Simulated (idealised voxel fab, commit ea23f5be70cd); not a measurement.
Name of the process module below: voxel lift off
We display cut, a cross-section 180 nm in width whose square cells are each 5 nm.
Think of the cross-section as a grid of square cells. We describe it in bands, top to bottom, and each band covers one or more rows of those cells.
Band: top height; bottom height; in nm. Then, left to right: material with width in nm, for each material. "everywhere": a single material spanning edge to edge. "blank": empty space.
Heights from 0 (as-received wafer is one material below). Bottom band endless downward, as "from 0 down".
Graded width ("30..40"): value in top row of band = first number; value in bottom row = second number; row-to-row change constant.
The designation "no alterations made", where it is given for a processing step, indicates that no cell of the cross-section was altered in the course of that step.
The entry "Closed void table" lists the empty spaces that cover at least 8 cells and have no open path to the top. Each is written as width x height at distance, where the distance is measured from the left edge and all three values are in nm.
If you see something after the settings on a step's line, that's the simulator's own remark about that step.
"overlay nm" denotes, for a step that has a mask, the displacement of the mask to the right of its planned place, with negative values corresponding to the left.

## Intended process steps
1: RECEIVE [material Si]
2: CONFORMAL_DEP [material SiN] [thk nm 5]
3: PATTERN [tone open] [mask id LINES] [material resist] [width nm 30] [pitch nm 45] [thk nm 20] [overlay nm 0]
4: DIRECTIONAL_DEP [material Ru] [thk nm 10]
5: STRIP [etch materials resist]
6: CONFORMAL_DEP [material SiCN] [thk nm 5]

## Received-state cross-section, reflecting completion of step 1
  from 0 down = Si everywhere
  Closed void table: none

## End-of-module cross-section of the first of two wafers, processed as planned
  from 20 to 15 = blank 25 nm, SiCN 40 nm, blank 5 nm, SiCN 40 nm, blank 5 nm, SiCN 40 nm, blank 25 nm
  from 15 to 10 = blank 25 nm, SiCN 5 nm, Ru 30 nm, SiCN 5 nm, blank 5 nm, SiCN 5 nm, Ru 30 nm, SiCN 5 nm, blank 5 nm, SiCN 5 nm, Ru 30 nm, SiCN 5 nm, blank 25 nm
  from 10 to 5 = SiCN 30 nm, Ru 30 nm, SiCN 15 nm, Ru 30 nm, SiCN 15 nm, Ru 30 nm, SiCN 30 nm
  from 5 to 0 = SiN everywhere
  from 0 down = Si everywhere
  Closed void table: none

## Cross-sectional view: second of two wafers, end of module; start and plan identical to the first, one mistake in running
  from 15 to 5 = blank 30 nm, Ru 30 nm, blank 15 nm, Ru 30 nm, blank 15 nm, Ru 30 nm, blank 30 nm
  from 5 to 0 = SiN everywhere
  from 0 down = Si everywhere
  Closed void table: none
Heads up, the wafer didn't run the way we planned it: step 6 of the plan was excluded from execution and never run
Once processing is complete, comparing cell counts shows that the second wafer has more or fewer of certain materials than the first: 48 fewer of SiCN
